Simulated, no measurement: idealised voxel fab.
The process module that follows is named voxel capacitor over wiring.
It is cross-section cut that appears here, measuring 230 nm in width, its square cells being 5 nm in size.
Heads up, the way a cross-section reads in here is a grid of square cells, handed over as bands from the top down, with every band being one or more rows of cells. Top, bottom (nm), then materials left to right with widths (nm); lone material tagged "everywhere" fills the whole band edge to edge; "air" = empty space. All heights in this document are referenced to 0, defined as the level beneath which the wafer, as received, consists entirely of one material. The lowest band is not bounded below; it extends indefinitely downward and is written in the form "top 0, no bottom". Width "30->40": first value at the band's top row of cells, second value at its bottom row, equal change from row to row. No cell of the cross-section changed in a step that is given as "no alteration". If an empty space has no open way to the top and is at least 8 cells in size, "Trapped voids" lists it, written width x height at distance, where distance is measured from the left edge and every value is in nm. That trailing text on a step's line, after the settings, is the simulator's own remark on the step. What "overlay nm" on a step's line means: if the step has a mask, that mask lay this far to the right of its planned place, or, when the value is negative, to the left.
### List of planned process steps
1,RECEIVE,material Si
2,CONFORMAL_DEP,material SiO2,thk nm 10
3,CONFORMAL_DEP,material SiCN,thk nm 5
4,DIRECTIONAL_DEP,material SiO2,thk nm 20
5,DIRECTIONAL_DEP,material aC,thk nm 10
6,PATTERN,tone open,mask id METAL_1,material resist,width nm 25,pitch nm 95,thk nm 25,overlay nm 0
7,DIRECTIONAL_ETCH,etch materials aC,depth nm 10
8,STRIP,etch materials resist
9,DIRECTIONAL_ETCH,etch materials SiO2,depth nm 20
10,DIRECTIONAL_ETCH,etch materials SiCN,depth nm 5
11,STRIP,etch materials aC
12,CONFORMAL_DEP,material TiN,thk nm 5
13,FILL_DEP,material Cu,thk nm 10
14,CMP,height nm 35
15,CONFORMAL_DEP,material SiCN,thk nm 5
16,DIRECTIONAL_DEP,material SiO2,thk nm 10
17,PATTERN,tone open,mask id PLUG_1,material resist,width nm 15,thk nm 15,overlay nm 0
18,DIRECTIONAL_ETCH,etch materials SiO2,depth nm 10
19,DIRECTIONAL_ETCH,etch materials SiCN,depth nm 5
20,STRIP,etch materials resist
21,CONFORMAL_DEP,material TiN,thk nm 5
22,FILL_DEP,material Cu,thk nm 10
23,CMP,height nm 50
24,DIRECTIONAL_DEP,material TiN,thk nm 5
25,DIRECTIONAL_DEP,material SiN,thk nm 5
26,DIRECTIONAL_DEP,material TiN,thk nm 5
27,MASKED_ETCH,tone cover,mask id UPPER_PLATE,width nm 75,etch materials TiN,depth nm 5,overlay nm 0
28,MASKED_ETCH,tone cover,mask id UPPER_PLATE,width nm 75,etch materials SiN,depth nm 5,overlay nm 0
29,DIRECTIONAL_DEP,material aC,thk nm 10
30,PATTERN,tone cover,mask id LOWER_PLATE,material resist,width nm 85,thk nm 25,overlay nm 0
31,DIRECTIONAL_ETCH,etch materials aC,depth nm 10
32,STRIP,etch materials resist
33,DIRECTIONAL_ETCH,etch materials TiN,depth nm 5
34,STRIP,etch materials aC
35,FILL_DEP,material SiO2,thk nm 15
36,CMP,height nm 75
37,DIRECTIONAL_DEP,material aC,thk nm 15
38,PATTERN,tone open,mask id PLUG_2,material resist,width nm 15,thk nm 30,overlay nm 0
39,DIRECTIONAL_ETCH,etch materials aC,depth nm 15
40,STRIP,etch materials resist
41,DIRECTIONAL_ETCH,etch materials SiO2,depth nm 10
42,STRIP,etch materials aC
43,CONFORMAL_DEP,material TiN,thk nm 5
44,FILL_DEP,material W,thk nm 10
45,CMP,height nm 75
46,CONFORMAL_DEP,material SiN,thk nm 5
### Cross-section of the wafer upon arrival, representing the state reached after step 1
top 0, no bottom  Si everywhere
Trapped voids: none
### Final wafer profile in cross-section after the module, from the same start and plan as above, with one mistake made during processing
top 80, bottom 75  SiN everywhere
top 75, bottom 70  75 of SiO2, then 5 of TiN, then 5 of W, then 5 of TiN, then 140 of SiO2
top 70, bottom 60  75->65 of SiO2, then 15->75 of TiN, then 140->90 of SiO2
top 60, bottom 55  65 of SiO2, then 75 of SiN, then 90 of SiO2
top 55, bottom 50  60 of SiO2, then 85 of TiN, then 85 of SiO2
top 50, bottom 45  70 of TiN, then 5 of Cu, then 155 of TiN
top 45, bottom 35  65 of SiO2, then 5 of TiN, then 5 of Cu, then 5 of TiN, then 150 of SiO2
top 35, bottom 30  65 of SiCN, then 15 of TiN, then 150 of SiCN
top 30, bottom 15  55 of SiO2, then 5 of TiN, then 15 of Cu, then 5 of TiN, then 70 of SiO2, then 5 of TiN, then 15 of Cu, then 5 of TiN, then 55 of SiO2
top 15, bottom 10  55 of SiCN, then 25 of TiN, then 70 of SiCN, then 25 of TiN, then 55 of SiCN
top 10, bottom 0  SiO2 everywhere
top 0, no bottom  Si everywhere
Trapped voids: none
Run error: not per plan at step 14, really ran CMP,height nm 30
